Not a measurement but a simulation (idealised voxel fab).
You're looking at the process module voxel fin reveal.
265 nm wide, 5 nm square cells: that's cross-section cut.
Bands, listed from the top down, are how a cross-section gets written in this document; the cross-section itself is a grid of square cells, and a band is one or more rows of them.
What a band's entry tells you: where the top is and where the bottom is, as heights in nm, and after that what lies inside, material by material from left to right, each with its width in nm. Empty space is written as the word "air", and a single material marked with the word "edge to edge" occupies the band from edge to edge.
Height is counted from the level 0, under which the received wafer is composed throughout of one material. The lowest of the bands is not closed at the bottom but continues downward, in the notation "z 0 and below".
The expression "30..40" gives the width at the extremes of the band, the first number at its top row of cells and the second at its bottom row, with the width changing by equal amounts from each row to the next in between.
Any step labelled "stayed the same" changed none of the cells in the cross-section.
Sealed cavities: empty space of 8 cells or more with no open way to the top, each as width x height at its distance from the left edge, in nm
Step line, after settings: the simulator's comment on this step.
"overlay nm" denotes, for a step that has a mask, the displacement of the mask to the right of its planned place, with negative values corresponding to the left.
[List of planned process steps]
step 1: RECEIVE with material Si
step 2: CONFORMAL_DEP with material SiN, thk nm 10
step 3: DIRECTIONAL_DEP with material aC, thk nm 15
step 4: PATTERN with tone cover, mask id FINS, material resist, width nm 15, pitch nm 40, thk nm 35, overlay nm -15
step 5: DIRECTIONAL_ETCH with etch materials aC, depth nm 15
step 6: STRIP with etch materials resist
step 7: DIRECTIONAL_ETCH with etch materials SiN, depth nm 10
step 8: DIRECTIONAL_ETCH with etch materials Si, depth nm 30
step 9: STRIP with etch materials aC
step 10: OXIDIZE with depth nm 5
step 11: FILL_DEP with material SiO2, thk nm 10
step 12: CMP with height nm 10
step 13: SELECTIVE_ETCH with etch materials SiO2, depth nm 30
step 14: STRIP with etch materials SiN
step 15: CONFORMAL_DEP with material SiO2, thk nm 5
Where the wafers of this document differ is in the overlay nm of step 4; they start out the same, and the plan states the value that applied to the first wafer.
[Cross-section of the first of several wafers as received (after step 1)]
  z 0 and below = Si edge to edge
  Sealed cavities: none
[Per wafer (row), end of module: delta in cells per material since receipt, (+) for gained, (-) for lost; closed voids after that]
overlay nm -15; -350 Si; +227 SiO2; Sealed cavities: none
overlay nm -10; -350 Si; +227 SiO2; Sealed cavities: none
overlay nm -5; -350 Si; +227 SiO2; Sealed cavities: none
overlay nm 0; -350 Si; +227 SiO2; Sealed cavities: none
overlay nm 5; -350 Si; +227 SiO2; Sealed cavities: none
overlay nm 10; -350 Si; +227 SiO2; Sealed cavities: none
overlay nm 15; -350 Si; +227 SiO2; Sealed cavities: none
